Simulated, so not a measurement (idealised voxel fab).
process module | voxel tone inversion
The cross-section shown here is cut; it is 180 nm wide and divided into square cells measuring 5 nm on a side.
Heads up, the way a cross-section reads in here is a grid of square cells, handed over as bands from the top down, with every band being one or more rows of cells.
Look at the band entry: it leads with the top's height and the bottom's height in nm. Then it lists the materials left to right, with a width in nm for each. The word "all across" on a single material says that material fills the band edge to edge. The word "blank" is empty space.
We count height from 0. Below that, the starting wafer is all one material. The lowest band never ends at the bottom but goes on down; see "top 0, no bottom" for how that is written.
A width given as "30 to 40" starts at the first number in the band's top row and ends at the second number in its bottom row, shifting by an equal amount at every step from row to row.
Step marked "nothing was modified"? Then no cell in the cross-section changed in it.
Empty spaces without an open route to the top, at least 8 cells in extent, make up the entry "Encapsulated voids"; each is given as width x height at distance, where the distance is measured from the left edge, and all are in nm.
after a step's settings: what the simulator itself notes on the step
The setting "overlay nm" may be written on the line of a step. When the step uses a mask, the value reports how far to the right of the planned place the mask lay, and a negative value reports that it lay to the left.

# Planned process steps
1,RECEIVE (material Si)
2,CONFORMAL_DEP (material SiCN; thk nm 5)
3,DIRECTIONAL_DEP (material aC; thk nm 15)
4,PATTERN (tone cover; mask id POSTS; material resist; width nm 15; pitch nm 45; thk nm 25; overlay nm 0)
5,DIRECTIONAL_ETCH (etch materials aC; depth nm 15)
6,STRIP (etch materials resist)
7,FILL_DEP (material SiO2; thk nm 10)
8,CMP (height nm 20)
9,STRIP (etch materials aC)

# The cross-section here shows the wafer as received, i.e. in its state after step 1
- top 0, no bottom = Si all across
- Encapsulated voids: none

# Final cross-section, module run with one mistake (start and plan as above)
- top 20, bottom 5 = SiO2 65 nm, then blank 15 nm, then SiO2 30 nm, then blank 15 nm, then SiO2 55 nm
- top 5, bottom 0 = SiCN all across
- top 0, no bottom = Si all across
- Encapsulated voids: none
Against the plan, the run slipped here: the process deviated at step 4: the operation and settings actually run there were PATTERN (tone cover; mask id POSTS; material resist; width nm 15; pitch nm 45; thk nm 25; overlay nm 5)
